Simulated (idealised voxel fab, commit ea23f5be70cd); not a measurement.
Module name: voxel gate over fins (process module)
This is section cut - it's 220 nm across, gridded in 5 nm square cells.
A cross-section in this document is a grid of square cells, and it is written down as bands, the top band listed before the ones below it; a band is made up of one or more rows of cells.
In this notation a band is specified by the heights of its top and bottom, in that order and in nm, after which its materials appear from left to right, each paired with its width in nm. The word "throughout" attached to a single material means that material fills the band from edge to edge; the word "air" stands for empty space.
Measure heights from 0. That's the level where, below it, the as-received wafer is all one material. The lowest band is bottomless and extends downward; write it as in "0 and below".
You'd read "30->40" like this: the band's top row of cells is as wide as the first number, its bottom row is as wide as the second, and going down, every row changes width by the same amount as the row before did.
"no modifications" -> step changed no cross-section cell.
Heads up: "Closed cavity list" only lists the empty pockets with no open path to the top that are 8 cells or more, and it writes them as width x height at distance, distance from the left edge, in nm.
Read whatever lies past the settings on a step's line as the simulator's own remark about the step.
"overlay nm" on a masked step: distance the mask lay right of its planned place, negative for left.

# This section lists the process steps that were planned
step 1: RECEIVE [material Si]
step 2: CONFORMAL_DEP [material SiN] [thk nm 10]
step 3: DIRECTIONAL_DEP [material aC] [thk nm 15]
step 4: PATTERN [tone cover] [mask id FINS] [material resist] [width nm 15] [pitch nm 45] [thk nm 30] [overlay nm 0]
step 5: DIRECTIONAL_ETCH [etch materials aC] [depth nm 15]
step 6: STRIP [etch materials resist]
step 7: DIRECTIONAL_ETCH [etch materials SiN] [depth nm 10]
step 8: DIRECTIONAL_ETCH [etch materials Si] [depth nm 30]
step 9: STRIP [etch materials aC]
step 10: FILL_DEP [material SiO2] [thk nm 5]
step 11: CMP [height nm 10]
step 12: SELECTIVE_ETCH [etch materials SiO2] [depth nm 20]
step 13: STRIP [etch materials SiN]
step 14: CONFORMAL_DEP [material HfO2] [thk nm 5]
step 15: CONFORMAL_DEP [material TiN] [thk nm 5]
step 16: FILL_DEP [material W] [thk nm 10]
step 17: CMP [height nm 15]
step 18: CONFORMAL_DEP [material SiCN] [thk nm 10]
The plan's step 4 width nm is the first wafer's value; the wafers differ in this setting and start identical.

# As received, i.e. after step 1: cross-section through the first of several wafers
  0 and below: Si throughout
  Closed cavity list: none

# first wafer at the end, after step 18
  25 down to 15: SiCN throughout
  15 down to 10: W throughout
  10 down to 5: 45 of W / 35 of TiN / 10 of W / 35 of TiN / 10 of W / 35 of TiN / 50 of W
  5 down to 0: 45 of W / 5 of TiN / 25 of HfO2 / 5 of TiN / 10 of W / 5 of TiN / 25 of HfO2 / 5 of TiN / 10 of W / 5 of TiN / 25 of HfO2 / 5 of TiN / 50 of W
  0 down to -5: 50 of TiN / 5 of HfO2 / 15 of Si / 5 of HfO2 / 20 of TiN / 5 of HfO2 / 15 of Si / 5 of HfO2 / 20 of TiN / 5 of HfO2 / 15 of Si / 5 of HfO2 / 55 of TiN
  -5 down to -10: 55 of HfO2 / 15 of Si / 30 of HfO2 / 15 of Si / 30 of HfO2 / 15 of Si / 60 of HfO2
  -10 down to -30: 55 of SiO2 / 15 of Si / 30 of SiO2 / 15 of Si / 30 of SiO2 / 15 of Si / 60 of SiO2
  -30 and below: Si throughout
  Closed cavity list: none

# last wafer at the end
  25 down to 15: SiCN throughout
  15 down to 10: W throughout
  10 down to 5: 40 of W / 140 of TiN / 40 of W
  5 down to 0: 40 of W / 5 of TiN / 40 of HfO2 / 5 of TiN / 40 of HfO2 / 5 of TiN / 40 of HfO2 / 5 of TiN / 40 of W
  0 down to -5: 45 of TiN / 5 of HfO2 / 30 of Si / 5 of HfO2 / 5 of TiN / 5 of HfO2 / 30 of Si / 5 of HfO2 / 5 of TiN / 5 of HfO2 / 30 of Si / 5 of HfO2 / 45 of TiN
  -5 down to -10: 50 of HfO2 / 30 of Si / 15 of HfO2 / 30 of Si / 15 of HfO2 / 30 of Si / 50 of HfO2
  -10 down to -30: 50 of SiO2 / 30 of Si / 15 of SiO2 / 30 of Si / 15 of SiO2 / 30 of Si / 50 of SiO2
  -30 and below: Si throughout
  Closed cavity list: none

# Rows = wafers. At module end, each row lists per material the cells gained (+) or lost (-) since the wafer was received, then the closed voids
width nm 15, +56 HfO2, -210 Si, +88 SiCN, +140 SiO2, +56 TiN, +90 W, Closed cavity list: none
width nm 20, +56 HfO2, -192 Si, +88 SiCN, +128 SiO2, +56 TiN, +84 W, Closed cavity list: none
width nm 25, +56 HfO2, -174 Si, +88 SiCN, +116 SiO2, +56 TiN, +78 W, Closed cavity list: none
width nm 30, +56 HfO2, -156 Si, +88 SiCN, +104 SiO2, +52 TiN, +76 W, Closed cavity list: none
